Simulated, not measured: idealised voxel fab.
Name of the process module below: voxel fin reveal
Square cell edge 5 nm, section width 240 nm, ID cut.
When this document writes out a cross-section, it uses a grid of square cells and lists it as bands, beginning at the top and moving down, with a band standing for one or more rows of cells. What a band's entry tells you: where the top is and where the bottom is, as heights in nm, and after that what lies inside, material by material from left to right, each with its width in nm. Empty space is written as the word "air", and a single material marked with the word "edge to edge" occupies the band from edge to edge. Note: height 0 marks the level under which the wafer is uniformly one material as received. Lowest band unbounded below, written "0 and below". A width given as "30 to 40" starts at the first number in the band's top row and ends at the second number in its bottom row, shifting by an equal amount at every step from row to row. Where a step carries "no modification", the cross-section came out of it unchanged, cell for cell. Entry "Catalogued sealed voids". Content: empty spaces with no open connection to the top, size 8 cells or greater. Each: width x height at distance. Distance: from left edge. Unit: nm. after a step's settings: what the simulator itself notes on the step. overlay nm: mask right of planned place by this much (step with mask). Neg. = left.
Below is the list of planned process steps:
- 1: RECEIVE, material Si
- 2: CONFORMAL_DEP, material SiN, thk nm 5
- 3: PATTERN, tone cover, mask id FINS, material resist, width nm 15, pitch nm 35, thk nm 15, overlay nm 0
- 4: DIRECTIONAL_ETCH, etch materials SiN, depth nm 5
- 5: DIRECTIONAL_ETCH, etch materials Si, depth nm 35
- 6: STRIP, etch materials resist
- 7: FILL_DEP, material SiO2, thk nm 15
- 8: CMP, height nm 5
- 9: SELECTIVE_ETCH, etch materials SiO2, depth nm 15
- 10: STRIP, etch materials SiN
Concerning the first of two wafers, which was run in accordance with the plan:
Cross-section of the incoming wafer, state after step 1:
> 0 and below: Si edge to edge
> Catalogued sealed voids: none
After step 2: wafer cross-section:
> 5 down to 0: SiN edge to edge
> Lower than 0, everything is as it was.
After step 3: wafer cross-section:
> 20 down to 5: air: 60 / resist: 15 / air: 20 / resist: 15 / air: 20 / resist: 15 / air: 20 / resist: 15 / air: 60
> Lower than 5, everything is as it was.
After step 4: wafer cross-section:
> 20 down to 5: air: 60 / resist: 15 / air: 20 / resist: 15 / air: 20 / resist: 15 / air: 20 / resist: 15 / air: 60
> 5 down to 0: air: 60 / SiN: 15 / air: 20 / SiN: 15 / air: 20 / SiN: 15 / air: 20 / SiN: 15 / air: 60
> Lower than 0, everything is as it was.
After step 5: wafer cross-section:
> 20 down to 5: air: 60 / resist: 15 / air: 20 / resist: 15 / air: 20 / resist: 15 / air: 20 / resist: 15 / air: 60
> 5 down to 0: air: 60 / SiN: 15 / air: 20 / SiN: 15 / air: 20 / SiN: 15 / air: 20 / SiN: 15 / air: 60
> 0 down to -35: air: 60 / Si: 15 / air: 20 / Si: 15 / air: 20 / Si: 15 / air: 20 / Si: 15 / air: 60
> Lower than -35, everything is as it was.
After step 6: wafer cross-section:
> 5 down to 0: air: 60 / SiN: 15 / air: 20 / SiN: 15 / air: 20 / SiN: 15 / air: 20 / SiN: 15 / air: 60
> Lower than 0, everything is as it was.
After step 7: wafer cross-section:
> 20 down to 5: SiO2 edge to edge
> 5 down to 0: SiO2: 60 / SiN: 15 / SiO2: 20 / SiN: 15 / SiO2: 20 / SiN: 15 / SiO2: 20 / SiN: 15 / SiO2: 60
> 0 down to -35: SiO2: 60 / Si: 15 / SiO2: 20 / Si: 15 / SiO2: 20 / Si: 15 / SiO2: 20 / Si: 15 / SiO2: 60
> Lower than -35, everything is as it was.
After step 8: wafer cross-section:
> 5 down to 0: SiO2: 60 / SiN: 15 / SiO2: 20 / SiN: 15 / SiO2: 20 / SiN: 15 / SiO2: 20 / SiN: 15 / SiO2: 60
> Lower than 0, everything is as it was.
After step 9: wafer cross-section:
> 5 down to 0: air: 60 / SiN: 15 / air: 20 / SiN: 15 / air: 20 / SiN: 15 / air: 20 / SiN: 15 / air: 60
> 0 down to -10: air: 60 / Si: 15 / air: 20 / Si: 15 / air: 20 / Si: 15 / air: 20 / Si: 15 / air: 60
> Lower than -10, everything is as it was.
After step 10: wafer cross-section:
> 0 down to -10: air: 60 / Si: 15 / air: 20 / Si: 15 / air: 20 / Si: 15 / air: 20 / Si: 15 / air: 60
> Lower than -10, everything is as it was.
Now the other wafer: same start, same recipe, but we messed up one thing when running it. Up to and including step 2 it's the same as the first one:
X-section, second wafer, when step 3 was due to finish:
> 20 down to 5: air: 60 / resist: 20 / air: 15 / resist: 20 / air: 15 / resist: 20 / air: 15 / resist: 20 / air: 55
> Lower than 5, everything is as it was.
X-section, second wafer, when step 4 was due to finish:
> 20 down to 5: air: 60 / resist: 20 / air: 15 / resist: 20 / air: 15 / resist: 20 / air: 15 / resist: 20 / air: 55
> 5 down to 0: air: 60 / SiN: 20 / air: 15 / SiN: 20 / air: 15 / SiN: 20 / air: 15 / SiN: 20 / air: 55
> Lower than 0, everything is as it was.
X-section, second wafer, when step 5 was due to finish:
> 20 down to 5: air: 60 / resist: 20 / air: 15 / resist: 20 / air: 15 / resist: 20 / air: 15 / resist: 20 / air: 55
> 5 down to 0: air: 60 / SiN: 20 / air: 15 / SiN: 20 / air: 15 / SiN: 20 / air: 15 / SiN: 20 / air: 55
> 0 down to -35: air: 60 / Si: 20 / air: 15 / Si: 20 / air: 15 / Si: 20 / air: 15 / Si: 20 / air: 55
> Lower than -35, everything is as it was.
X-section, second wafer, when step 6 was due to finish:
> 5 down to 0: air: 60 / SiN: 20 / air: 15 / SiN: 20 / air: 15 / SiN: 20 / air: 15 / SiN: 20 / air: 55
> Lower than 0, everything is as it was.
X-section, second wafer, when step 7 was due to finish:
> 20 down to 5: SiO2 edge to edge
> 5 down to 0: SiO2: 60 / SiN: 20 / SiO2: 15 / SiN: 20 / SiO2: 15 / SiN: 20 / SiO2: 15 / SiN: 20 / SiO2: 55
> 0 down to -35: SiO2: 60 / Si: 20 / SiO2: 15 / Si: 20 / SiO2: 15 / Si: 20 / SiO2: 15 / Si: 20 / SiO2: 55
> Lower than -35, everything is as it was.
X-section, second wafer, when step 8 was due to finish:
> 5 down to 0: SiO2: 60 / SiN: 20 / SiO2: 15 / SiN: 20 / SiO2: 15 / SiN: 20 / SiO2: 15 / SiN: 20 / SiO2: 55
> Lower than 0, everything is as it was.
X-section, second wafer, when step 9 was due to finish:
> 5 down to 0: air: 60 / SiN: 20 / air: 15 / SiN: 20 / air: 15 / SiN: 20 / air: 15 / SiN: 20 / air: 55
> 0 down to -10: air: 60 / Si: 20 / air: 15 / Si: 20 / air: 15 / Si: 20 / air: 15 / Si: 20 / air: 55
> Lower than -10, everything is as it was.
X-section, second wafer, when step 10 was due to finish:
> 0 down to -10: air: 60 / Si: 20 / air: 15 / Si: 20 / air: 15 / Si: 20 / air: 15 / Si: 20 / air: 55
> Lower than -10, everything is as it was.
Deviation noted in wafer processing: step 3 ran as: PATTERN, tone cover, mask id FINS, material resist, width nm 20, pitch nm 35, thk nm 15, overlay nm 0
Final wafer comparison in cells, second versus first, more or fewer per material: 28 more of Si; 20 fewer of SiO2
